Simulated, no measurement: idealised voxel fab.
Proc. module: voxel ribs on slabs
This is section cut - it's 150 nm across, gridded in 5 nm square cells.
This document writes a cross-section as a grid whose cells are square, and gives it as bands, listed from the top down; one or more rows of cells form a band.
Look at the band entry: it leads with the top's height and the bottom's height in nm. Then it lists the materials left to right, with a width in nm for each. The word "all across" on a single material says that material fills the band edge to edge. The word "blank" is empty space.
Beneath 0, the wafer as received is one material, and that level is where height counting begins. The lowest band goes on downward without a bottom; it is written like "0..down".
Per-row width for "30 to 40": begins at first number (top row of band), ends at second number (bottom row), increment between rows held constant.
What does "identical to before" mean for a step? It means no cell of the cross-section changed in that step.
"Voids, sealed" means: voids of 8 cells or more that are shut off from the top with no open way through. Written width x height at distance, distance from the left edge, in nm.
On a step's line, text after the settings is the simulator commenting on that step.
What "overlay nm" on a step's line means: if the step has a mask, that mask lay this far to the right of its planned place, or, when the value is negative, to the left.

Process steps - plan
step 1: RECEIVE with material Si
step 2: DIRECTIONAL_DEP with material SiO2, thk nm 25
step 3: DIRECTIONAL_DEP with material polySi, thk nm 15
step 4: DIRECTIONAL_DEP with material aC, thk nm 10
step 5: PATTERN with tone cover, mask id RIB, material resist, width nm 15, thk nm 25, overlay nm 0
step 6: DIRECTIONAL_ETCH with etch materials aC, depth nm 10
step 7: STRIP with etch materials resist
step 8: DIRECTIONAL_ETCH with etch materials polySi, depth nm 10
step 9: STRIP with etch materials aC
step 10: DIRECTIONAL_DEP with material aC, thk nm 15
step 11: PATTERN with tone cover, mask id SLAB, material resist, width nm 55, thk nm 35, overlay nm 0
step 12: DIRECTIONAL_ETCH with etch materials aC, depth nm 15
step 13: STRIP with etch materials resist
step 14: DIRECTIONAL_ETCH with etch materials polySi, depth nm 5
step 15: STRIP with etch materials aC
step 16: FILL_DEP with material SiO2, thk nm 15
step 17: CMP with height nm 50
step 18: DIRECTIONAL_DEP with material TiN, thk nm 10
step 19: DIRECTIONAL_DEP with material aC, thk nm 15
step 20: PATTERN with tone cover, mask id HEATER, material resist, width nm 25, thk nm 35, overlay nm 0
step 21: DIRECTIONAL_ETCH with etch materials aC, depth nm 15
step 22: STRIP with etch materials resist
step 23: DIRECTIONAL_ETCH with etch materials TiN, depth nm 10
step 24: STRIP with etch materials aC
step 25: CONFORMAL_DEP with material SiN, thk nm 5
For clarity, it should be stated that the wafers under discussion commence in an identical condition and differ with respect to the thk nm of step 25, the plan indicating the value that the first wafer had.

Cut through the first of several wafers as received, post step 1
> 0..down = Si all across
> Voids, sealed: none

Cross-section of the first of several wafers, taken after step 25, where the module ends
> 65..60 = 55 of blank  35 of SiN  60 of blank
> 60..55 = 55 of blank  5 of SiN  25 of TiN  5 of SiN  60 of blank
> 55..50 = 60 of SiN  25 of TiN  65 of SiN
> 50..40 = SiO2 all across
> 40..30 = 65 of SiO2  15 of polySi  70 of SiO2
> 30..25 = 45 of SiO2  55 of polySi  50 of SiO2
> 25..0 = SiO2 all across
> 0..down = Si all across
> Voids, sealed: none

A cross-section through the last wafer at the close of the module
> 80..70 = 40 of blank  65 of SiN  45 of blank
> 70..60 = SiN all across
> 60..50 = 60 of SiN  25 of TiN  65 of SiN
> 50..40 = SiO2 all across
> 40..30 = 65 of SiO2  15 of polySi  70 of SiO2
> 30..25 = 45 of SiO2  55 of polySi  50 of SiO2
> 25..0 = SiO2 all across
> 0..down = Si all across
> Voids, sealed: none

Each row below is a wafer at the end of the module, listing for every material the number of cells it has gained (+) or lost (-) since it was received, followed by its closed voids
thk nm 5 | +34 SiN | +283 SiO2 | +10 TiN | +17 polySi | Voids, sealed: none
thk nm 10 | +68 SiN | +283 SiO2 | +10 TiN | +17 polySi | Voids, sealed: none
thk nm 15 | +102 SiN | +283 SiO2 | +10 TiN | +17 polySi | Voids, sealed: none
thk nm 20 | +136 SiN | +283 SiO2 | +10 TiN | +17 polySi | Voids, sealed: none
